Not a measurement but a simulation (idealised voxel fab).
The following is a process module called voxel lift off.
cross-section cut | 275 nm wide | cells 5 nm
Cross-section, as written here: a square-cell grid given band by band from the top down, where a band holds one or more rows of cells. What a band's entry tells you: where the top is and where the bottom is, as heights in nm, and after that what lies inside, material by material from left to right, each with its width in nm. Empty space is written as the word "air", and a single material marked with the word "throughout" occupies the band from edge to edge. Where do heights start? At 0: under that level the wafer as delivered is made of one material only. And the lowest band has no floor; it just carries on downward, as in "top 0, no bottom". So if you see something like "30 to 40" for the width, read it as the top row of the band sitting at the first number and the bottom row at the second, with every row in between moving by the same amount as the last. Where a step carries "nothing got changed", the cross-section came out of it unchanged, cell for cell. "Enclosed void entries" means: voids of 8 cells or more that are shut off from the top with no open way through. Written width x height at distance, distance from the left edge, in nm. Anything after a step's settings on that line? It's the simulator's own note about the step. "overlay nm", when on a step's line for a step with a mask, measures how far to the right of its planned place the mask lay; a negative measure means to the left.
These are the steps we planned for the process:
| 1 | RECEIVE: material Si |
| 2 | CONFORMAL_DEP: material Al2O3, thk nm 15 |
| 3 | PATTERN: tone open, mask id LINES, material resist, width nm 30, pitch nm 45, thk nm 25, overlay nm 0 |
| 4 | DIRECTIONAL_DEP: material Ru, thk nm 10 |
| 5 | STRIP: etch materials resist |
| 6 | CONFORMAL_DEP: material SiN, thk nm 10 |
The first of the two wafers, which ran as planned:
Step 1 complete: cross-section of the wafer as received:
    top 0, no bottom | Si throughout
    Enclosed void entries: none
After step 2:
    top 15, bottom 0 | Al2O3 throughout
    Anything lower than 0 is untouched.
After step 3:
    top 40, bottom 15 | 75 of resist  30 of air  15 of resist  30 of air  15 of resist  30 of air  80 of resist
    Anything lower than 15 is untouched.
After step 4:
    top 50, bottom 40 | 75 of Ru  30 of air  15 of Ru  30 of air  15 of Ru  30 of air  80 of Ru
    top 40, bottom 25 | 75 of resist  30 of air  15 of resist  30 of air  15 of resist  30 of air  80 of resist
    top 25, bottom 15 | 75 of resist  30 of Ru  15 of resist  30 of Ru  15 of resist  30 of Ru  80 of resist
    Anything lower than 15 is untouched.
After step 5:
    top 25, bottom 15 | 75 of air  30 of Ru  15 of air  30 of Ru  15 of air  30 of Ru  80 of air
    Anything lower than 15 is untouched.
After step 6:
    top 35, bottom 25 | 65 of air  140 of SiN  70 of air
    top 25, bottom 15 | 75 of SiN  30 of Ru  15 of SiN  30 of Ru  15 of SiN  30 of Ru  80 of SiN
    Anything lower than 15 is untouched.
Second wafer, same starting state and plan as the first, one mistake in the run, identical through step 1:
Second wafer, cut view, end of step 2 per plan:
    top 30, bottom 0 | Al2O3 throughout
    Anything lower than 0 is untouched.
Second wafer, cut view, end of step 3 per plan:
    top 55, bottom 30 | 75 of resist  30 of air  15 of resist  30 of air  15 of resist  30 of air  80 of resist
    Anything lower than 30 is untouched.
Second wafer, cut view, end of step 4 per plan:
    top 65, bottom 55 | 75 of Ru  30 of air  15 of Ru  30 of air  15 of Ru  30 of air  80 of Ru
    top 55, bottom 40 | 75 of resist  30 of air  15 of resist  30 of air  15 of resist  30 of air  80 of resist
    top 40, bottom 30 | 75 of resist  30 of Ru  15 of resist  30 of Ru  15 of resist  30 of Ru  80 of resist
    Anything lower than 30 is untouched.
Second wafer, cut view, end of step 5 per plan:
    top 40, bottom 30 | 75 of air  30 of Ru  15 of air  30 of Ru  15 of air  30 of Ru  80 of air
    Anything lower than 30 is untouched.
Second wafer, cut view, end of step 6 per plan:
    top 50, bottom 40 | 65 of air  140 of SiN  70 of air
    top 40, bottom 30 | 75 of SiN  30 of Ru  15 of SiN  30 of Ru  15 of SiN  30 of Ru  80 of SiN
    Anything lower than 30 is untouched.
Deviation from plan: step 2 from the plan got run twice
Looking at both finished wafers in cells, the second ends up ahead of or behind the first on some materials: Al2O3 +165
